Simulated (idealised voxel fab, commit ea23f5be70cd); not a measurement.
Herein follows the process module entitled voxel double patterning.
The cross-section on display is named cut; it measures 190 nm wide, and its cells are 5 nm squares.
Think of the cross-section as a grid of square cells. We describe it in bands, top to bottom, and each band covers one or more rows of those cells. Top height, bottom height, nm. Materials left to right, width each, nm. Single material + "everywhere" = fills band edge to edge. "empty" = empty. All heights in this document are referenced to 0, defined as the level beneath which the wafer, as received, consists entirely of one material. The lowest band is not bounded below; it extends indefinitely downward and is written in the form "0 and below". Note: "30 to 40" means the width goes from the first number (top row of the band) to the second number (bottom row) in equal steps per row of cells. For the purposes of this document, the phrase "no alteration" attached to a step denotes that no cell within the cross-section was modified by that step. "Enclosed void catalog": empty spaces of 8 cells or more with no open way to the top, each given as width x height at distance, distance from the left edge, all in nm. Heads up: the bit after the settings on a step's line is the simulator's remark on that step. When a step includes a mask, the "overlay nm" setting on its line states how far to the right of its planned place that mask lay, and negative values state how far to the left.
## plan
- 1: RECEIVE,material Si
- 2: CONFORMAL_DEP,material SiO2,thk nm 10
- 3: DIRECTIONAL_DEP,material polySi,thk nm 15
- 4: DIRECTIONAL_DEP,material SiN,thk nm 5
- 5: DIRECTIONAL_DEP,material aC,thk nm 10
- 6: PATTERN,tone open,mask id FIRST,material resist,width nm 15,pitch nm 50,thk nm 30,overlay nm 0
- 7: DIRECTIONAL_ETCH,etch materials aC,depth nm 10
- 8: STRIP,etch materials resist
- 9: DIRECTIONAL_ETCH,etch materials SiN,depth nm 5
- 10: STRIP,etch materials aC
- 11: MASKED_ETCH,tone open,mask id SECOND,width nm 15,pitch nm 50,etch materials SiN,depth nm 5,overlay nm 0
- 12: DIRECTIONAL_ETCH,etch materials polySi,depth nm 15
- 13: STRIP,etch materials SiN
## Cross-sectional view of the wafer in its as-received condition, corresponding to the state after step 1
- 0 and below: Si everywhere
- Enclosed void catalog: none
## Here's the wafer cut in cross-section after the module, started and planned just like above, except one thing was done wrong in the run
- 25 down to 10: polySi 25 nm  empty 15 nm  polySi 20 nm  empty 30 nm  polySi 20 nm  empty 30 nm  polySi 50 nm
- 10 down to 0: SiO2 everywhere
- 0 and below: Si everywhere
- Enclosed void catalog: none
Heads up, the wafer didn't run the way we planned it: note that step 6 departed from the planned setting and was carried out as PATTERN,tone open,mask id FIRST,material resist,width nm 15,pitch nm 50,thk nm 30,overlay nm -10
